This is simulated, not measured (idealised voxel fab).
process module | voxel self aligned contacts
cross-section cut | 240 nm wide | cells 5 nm
A cross-section is a grid of square cells, given in bands from the top down. A band is one or more rows of cells.
Each band's line starts with the height of the band's top and of its bottom, in nm. Then come its materials from left to right, each with its width in nm. One material with "throughout" fills the band from edge to edge. "air" is empty space.
Height 0 is the level under which the wafer as received is all one material. The lowest band goes on downwards, as in "0 down".
A width such as "30 to 40" changes by the same amount from each row of cells to the next, from the band's top row to its bottom row.
"no change" after a step means that no cell of the cross-section changed.
closed voids: empty space of 8 cells or more with no open way to the top, each as width x height at its distance from the left edge, in nm
after a step's settings: what the simulator itself notes on the step
overlay nm, on a step with a mask: how far to the right of its planned place the mask lay; to the left if negative
plan
1 op RECEIVE | material Si
2 op OXIDIZE | depth nm 5
3 op DIRECTIONAL_DEP | material polySi | thk nm 20
4 op DIRECTIONAL_DEP | material SiN | thk nm 20
5 op PATTERN | tone cover | mask id GATE | material resist | width nm 35 | pitch nm 75 | thk nm 20 | overlay nm 0
6 op DIRECTIONAL_ETCH | etch materials SiN | depth nm 20
7 op DIRECTIONAL_ETCH | etch materials polySi | depth nm 20
8 op STRIP | etch materials resist
9 op CONFORMAL_DEP | material SiN | thk nm 10
10 op DIRECTIONAL_ETCH | etch materials SiN | depth nm 10
11 op FILL_DEP | material SiO2 | thk nm 15
12 op CMP | height nm 45
13 op MASKED_ETCH | tone open | mask id CONTACT | width nm 50 | pitch nm 75 | etch materials SiO2 | depth nm 50 | overlay nm 0
14 op CONFORMAL_DEP | material TiN | thk nm 5
15 op FILL_DEP | material W | thk nm 5
16 op CMP | height nm 45
17 op CONFORMAL_DEP | material SiN | thk nm 5
first wafer, as planned
as received, after step 1
  0 down: Si throughout
  closed voids: none
after step 2
  0 to -5: SiO2 throughout
  below -5: unchanged
after step 3
  20 to 0: polySi throughout
  below 0: unchanged
after step 4
  40 to 20: SiN throughout
  below 20: unchanged
after step 5
  60 to 40: air 25 | resist 35 | air 40 | resist 35 | air 40 | resist 35 | air 30
  below 40: unchanged
after step 6
  60 to 40: air 25 | resist 35 | air 40 | resist 35 | air 40 | resist 35 | air 30
  40 to 20: air 25 | SiN 35 | air 40 | SiN 35 | air 40 | SiN 35 | air 30
  below 20: unchanged
after step 7
  60 to 40: air 25 | resist 35 | air 40 | resist 35 | air 40 | resist 35 | air 30
  40 to 20: air 25 | SiN 35 | air 40 | SiN 35 | air 40 | SiN 35 | air 30
  20 to 0: air 25 | polySi 35 | air 40 | polySi 35 | air 40 | polySi 35 | air 30
  below 0: unchanged
after step 8
  40 to 20: air 25 | SiN 35 | air 40 | SiN 35 | air 40 | SiN 35 | air 30
  below 20: unchanged
after step 9
  50 to 20: air 15 | SiN 55 | air 20 | SiN 55 | air 20 | SiN 55 | air 20
  20 to 10: air 15 | SiN 10 | polySi 35 | SiN 10 | air 20 | SiN 10 | polySi 35 | SiN 10 | air 20 | SiN 10 | polySi 35 | SiN 10 | air 20
  10 to 0: SiN 25 | polySi 35 | SiN 40 | polySi 35 | SiN 40 | polySi 35 | SiN 30
  below 0: unchanged
after step 10
  40 to 20: air 15 | SiN 55 | air 20 | SiN 55 | air 20 | SiN 55 | air 20
  20 to 0: air 15 | SiN 10 | polySi 35 | SiN 10 | air 20 | SiN 10 | polySi 35 | SiN 10 | air 20 | SiN 10 | polySi 35 | SiN 10 | air 20
  below 0: unchanged
after step 11
  55 to 40: SiO2 throughout
  40 to 20: SiO2 15 | SiN 55 | SiO2 20 | SiN 55 | SiO2 20 | SiN 55 | SiO2 20
  20 to 0: SiO2 15 | SiN 10 | polySi 35 | SiN 10 | SiO2 20 | SiN 10 | polySi 35 | SiN 10 | SiO2 20 | SiN 10 | polySi 35 | SiN 10 | SiO2 20
  below 0: unchanged
after step 12
  45 to 40: SiO2 throughout
  below 40: unchanged
after step 13
  45 to 40: SiO2 55 | air 50 | SiO2 25 | air 50 | SiO2 60
  40 to 20: SiO2 15 | SiN 55 | air 20 | SiN 55 | air 20 | SiN 55 | SiO2 20
  20 to 0: SiO2 15 | SiN 10 | polySi 35 | SiN 10 | air 20 | SiN 10 | polySi 35 | SiN 10 | air 20 | SiN 10 | polySi 35 | SiN 10 | SiO2 20
  0 to -5: SiO2 70 | air 20 | SiO2 55 | air 20 | SiO2 75
  below -5: unchanged
after step 14
  50 to 45: TiN 60 | air 40 | TiN 35 | air 40 | TiN 65
  45 to 40: SiO2 55 | TiN 20 | air 10 | TiN 20 | SiO2 25 | TiN 20 | air 10 | TiN 20 | SiO2 60
  40 to 20: SiO2 15 | SiN 55 | TiN 5 | air 10 | TiN 5 | SiN 55 | TiN 5 | air 10 | TiN 5 | SiN 55 | SiO2 20
  20 to 0: SiO2 15 | SiN 10 | polySi 35 | SiN 10 | TiN 5 | air 10 | TiN 5 | SiN 10 | polySi 35 | SiN 10 | TiN 5 | air 10 | TiN 5 | SiN 10 | polySi 35 | SiN 10 | SiO2 20
  0 to -5: SiO2 70 | TiN 20 | SiO2 55 | TiN 20 | SiO2 75
  below -5: unchanged
after step 15
  55 to 50: W throughout
  50 to 45: TiN 60 | W 40 | TiN 35 | W 40 | TiN 65
  45 to 40: SiO2 55 | TiN 20 | W 10 | TiN 20 | SiO2 25 | TiN 20 | W 10 | TiN 20 | SiO2 60
  40 to 20: SiO2 15 | SiN 55 | TiN 5 | W 10 | TiN 5 | SiN 55 | TiN 5 | W 10 | TiN 5 | SiN 55 | SiO2 20
  20 to 0: SiO2 15 | SiN 10 | polySi 35 | SiN 10 | TiN 5 | W 10 | TiN 5 | SiN 10 | polySi 35 | SiN 10 | TiN 5 | W 10 | TiN 5 | SiN 10 | polySi 35 | SiN 10 | SiO2 20
  below 0: unchanged
after step 16
  45 to 40: SiO2 55 | TiN 20 | W 10 | TiN 20 | SiO2 25 | TiN 20 | W 10 | TiN 20 | SiO2 60
  below 40: unchanged
after step 17
  50 to 45: SiN throughout
  below 45: unchanged
second wafer: like start, like plan, one mistake. Through step 12 it matches the first wafer
when step 13 should have ended
  45 to 40: SiO2 60 | air 50 | SiO2 25 | air 50 | SiO2 55
  40 to 20: SiO2 15 | SiN 55 | air 20 | SiN 55 | air 20 | SiN 55 | SiO2 20
  20 to 0: SiO2 15 | SiN 10 | polySi 35 | SiN 10 | air 20 | SiN 10 | polySi 35 | SiN 10 | air 20 | SiN 10 | polySi 35 | SiN 10 | SiO2 20
  0 to -5: SiO2 70 | air 20 | SiO2 55 | air 20 | SiO2 75
  below -5: unchanged
when step 14 should have ended
  50 to 45: TiN 65 | air 40 | TiN 35 | air 40 | TiN 60
  45 to 40: SiO2 60 | TiN 15 | air 10 | TiN 25 | SiO2 25 | TiN 15 | air 10 | TiN 25 | SiO2 55
  40 to 20: SiO2 15 | SiN 55 | TiN 5 | air 10 | TiN 5 | SiN 55 | TiN 5 | air 10 | TiN 5 | SiN 55 | SiO2 20
  20 to 0: SiO2 15 | SiN 10 | polySi 35 | SiN 10 | TiN 5 | air 10 | TiN 5 | SiN 10 | polySi 35 | SiN 10 | TiN 5 | air 10 | TiN 5 | SiN 10 | polySi 35 | SiN 10 | SiO2 20
  0 to -5: SiO2 70 | TiN 20 | SiO2 55 | TiN 20 | SiO2 75
  below -5: unchanged
when step 15 should have ended
  55 to 50: W throughout
  50 to 45: TiN 65 | W 40 | TiN 35 | W 40 | TiN 60
  45 to 40: SiO2 60 | TiN 15 | W 10 | TiN 25 | SiO2 25 | TiN 15 | W 10 | TiN 25 | SiO2 55
  40 to 20: SiO2 15 | SiN 55 | TiN 5 | W 10 | TiN 5 | SiN 55 | TiN 5 | W 10 | TiN 5 | SiN 55 | SiO2 20
  20 to 0: SiO2 15 | SiN 10 | polySi 35 | SiN 10 | TiN 5 | W 10 | TiN 5 | SiN 10 | polySi 35 | SiN 10 | TiN 5 | W 10 | TiN 5 | SiN 10 | polySi 35 | SiN 10 | SiO2 20
  below 0: unchanged
when step 16 should have ended
  45 to 40: SiO2 60 | TiN 15 | W 10 | TiN 25 | SiO2 25 | TiN 15 | W 10 | TiN 25 | SiO2 55
  below 40: unchanged
when step 17 should have ended
  50 to 45: SiN throughout
  below 45: unchanged
what went wrong: step 13 ran as: op MASKED_ETCH | tone open | mask id CONTACT | width nm 50 | pitch nm 75 | etch materials SiO2 | depth nm 50 | overlay nm 5
at the end the second wafer has, in cells: as many of each material as the first, in other places
